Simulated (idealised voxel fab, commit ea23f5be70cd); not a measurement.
This section sets out a process module, namely voxel capacitor over wiring.
250 nm wide, 5 nm square cells: that's cross-section cut.
In this document a cross-section is written as a grid of square cells. It is given as a series of bands, listed from the top down, and a band is one or more rows of cells. Read a band's entry like this: the first values are the height of its top and the height of its bottom in nm, and what follows is the sequence of materials from left to right, each with its width in nm. Note that "empty" is empty space, and that a single material marked "everywhere" reaches across the band from edge to edge. Zero point of the height axis is 0; under it, received wafer = one material. Lowest band: continues down indefinitely, "0..down". A two-number width, for instance "30..40", indicates that the width is equal to the first number in the top row of the band and to the second number in the bottom row, and that it changes by a constant amount per row of cells. Step marked "remained unchanged"? Then no cell in the cross-section changed in it. Listed in "Closed empty spaces": every empty space of 8 or more cells without an open way to the top. Form: width x height at distance, the distance being from the left edge, all in nm. Step line, after settings: the simulator's comment on this step. For masked steps, "overlay nm" on the step line gives how far right of plan the mask actually lay; a minus sign means it lay to the left.
THE FOLLOWING LIST GIVES THE PLANNED PROCESS STEPS
1 RECEIVE | material Si
2 CONFORMAL_DEP | material SiO2 | thk nm 15
3 CONFORMAL_DEP | material SiCN | thk nm 5
4 DIRECTIONAL_DEP | material lowk | thk nm 15
5 DIRECTIONAL_DEP | material aC | thk nm 15
6 PATTERN | tone open | mask id METAL_1 | material resist | width nm 30 | pitch nm 90 | thk nm 30 | overlay nm 0
7 DIRECTIONAL_ETCH | etch materials aC | depth nm 15
8 STRIP | etch materials resist
9 DIRECTIONAL_ETCH | etch materials lowk | depth nm 15
10 DIRECTIONAL_ETCH | etch materials SiCN | depth nm 5
11 STRIP | etch materials aC
12 CONFORMAL_DEP | material TiN | thk nm 5
13 FILL_DEP | material Cu | thk nm 10
14 CMP | height nm 35
15 CONFORMAL_DEP | material SiCN | thk nm 5
16 DIRECTIONAL_DEP | material SiO2 | thk nm 15
17 MASKED_ETCH | tone open | mask id PLUG_1 | width nm 15 | etch materials SiO2 | depth nm 15 | overlay nm 0
18 MASKED_ETCH | tone open | mask id PLUG_1 | width nm 15 | etch materials SiCN | depth nm 5 | overlay nm 0
19 EPI | material Ru | thk nm 10
20 EPI | material Ru | thk nm 10
21 DIRECTIONAL_DEP | material TiN | thk nm 10
22 DIRECTIONAL_DEP | material Al2O3 | thk nm 5
23 DIRECTIONAL_DEP | material TiN | thk nm 10
24 MASKED_ETCH | tone cover | mask id UPPER_PLATE | width nm 65 | etch materials TiN | depth nm 10 | overlay nm 0
25 MASKED_ETCH | tone cover | mask id UPPER_PLATE | width nm 65 | etch materials Al2O3 | depth nm 5 | overlay nm 0
26 PATTERN | tone cover | mask id LOWER_PLATE | material resist | width nm 75 | thk nm 20 | overlay nm 0
27 DIRECTIONAL_ETCH | etch materials TiN | depth nm 10
28 STRIP | etch materials resist
29 FILL_DEP | material SiO2 | thk nm 15
30 CMP | height nm 90
31 PATTERN | tone open | mask id PLUG_2 | material resist | width nm 15 | thk nm 15 | overlay nm 0
32 DIRECTIONAL_ETCH | etch materials SiO2 | depth nm 10
33 STRIP | etch materials resist
34 CONFORMAL_DEP | material TiN | thk nm 5
35 FILL_DEP | material Ru | thk nm 5
36 CMP | height nm 90
37 CONFORMAL_DEP | material SiCN | thk nm 5
SHOWN IN CROSS-SECTION IS THE WAFER AS RECEIVED, THAT IS, AS IT STANDS AFTER STEP 1
0..down: Si everywhere
Closed empty spaces: none
FIRST WAFER OF TWO, SECTIONED AT END OF MODULE; RUN WENT PER PLAN
95..90: SiCN everywhere
90..85: SiO2 90 nm; TiN 5 nm; Ru 5 nm; TiN 5 nm; SiO2 145 nm
85..80: SiO2 90 nm; TiN 15 nm; SiO2 145 nm
80..70: SiO2 80 nm; TiN 65 nm; SiO2 105 nm
70..65: SiO2 80 nm; Al2O3 65 nm; SiO2 105 nm
65..55: SiO2 75 nm; TiN 75 nm; SiO2 100 nm
55..40: SiO2 80 nm; Ru 15 nm; SiO2 155 nm
40..35: SiCN 80 nm; Ru 15 nm; SiCN 155 nm
35..20: lowk 65 nm; TiN 5 nm; Cu 20 nm; TiN 5 nm; lowk 60 nm; TiN 5 nm; Cu 20 nm; TiN 5 nm; lowk 65 nm
20..15: SiCN 65 nm; TiN 30 nm; SiCN 60 nm; TiN 30 nm; SiCN 65 nm
15..0: SiO2 everywhere
0..down: Si everywhere
Closed empty spaces: none
HERE'S THE SECOND OF OUR TWO WAFERS SECTIONED AT MODULE END. SAME START AS THE FIRST, SAME PLAN, BUT ONE MISTAKE GOT MADE RUNNING IT
95..90: SiCN everywhere
90..85: SiO2 90 nm; TiN 5 nm; Ru 5 nm; TiN 5 nm; SiO2 145 nm
85..80: SiO2 90 nm; TiN 15 nm; SiO2 145 nm
80..70: SiO2 95 nm; TiN 50 nm; SiO2 105 nm
70..65: SiO2 95 nm; Al2O3 50 nm; SiO2 105 nm
65..60: SiO2 75 nm; TiN 5 nm; SiO2 15 nm; TiN 55 nm; SiO2 100 nm
60..50: SiO2 75..80 nm; TiN 75..15 nm; SiO2 100..155 nm
50..45: SiO2 80 nm; Al2O3 15 nm; SiO2 155 nm
45..40: SiO2 80 nm; TiN 15 nm; SiO2 155 nm
40..35: SiCN 80 nm; TiN 15 nm; SiCN 155 nm
35..20: Cu 60 nm; TiN 5 nm; lowk 30 nm; TiN 5 nm; Cu 50 nm; TiN 5 nm; lowk 30 nm; TiN 5 nm; Cu 60 nm
20..15: TiN 65 nm; SiCN 30 nm; TiN 60 nm; SiCN 30 nm; TiN 65 nm
15..0: SiO2 everywhere
0..down: Si everywhere
Closed empty spaces: none
The plan and the run diverged here: in deviation from the planned setting, step 6 was conducted as PATTERN | tone cover | mask id METAL_1 | material resist | width nm 30 | pitch nm 90 | thk nm 30 | overlay nm 0
At the finish, the second wafer shows more or fewer cells for some materials than the first does: Cu +78, Ru -12, SiCN -26, SiO2 +12, TiN +26, lowk -78
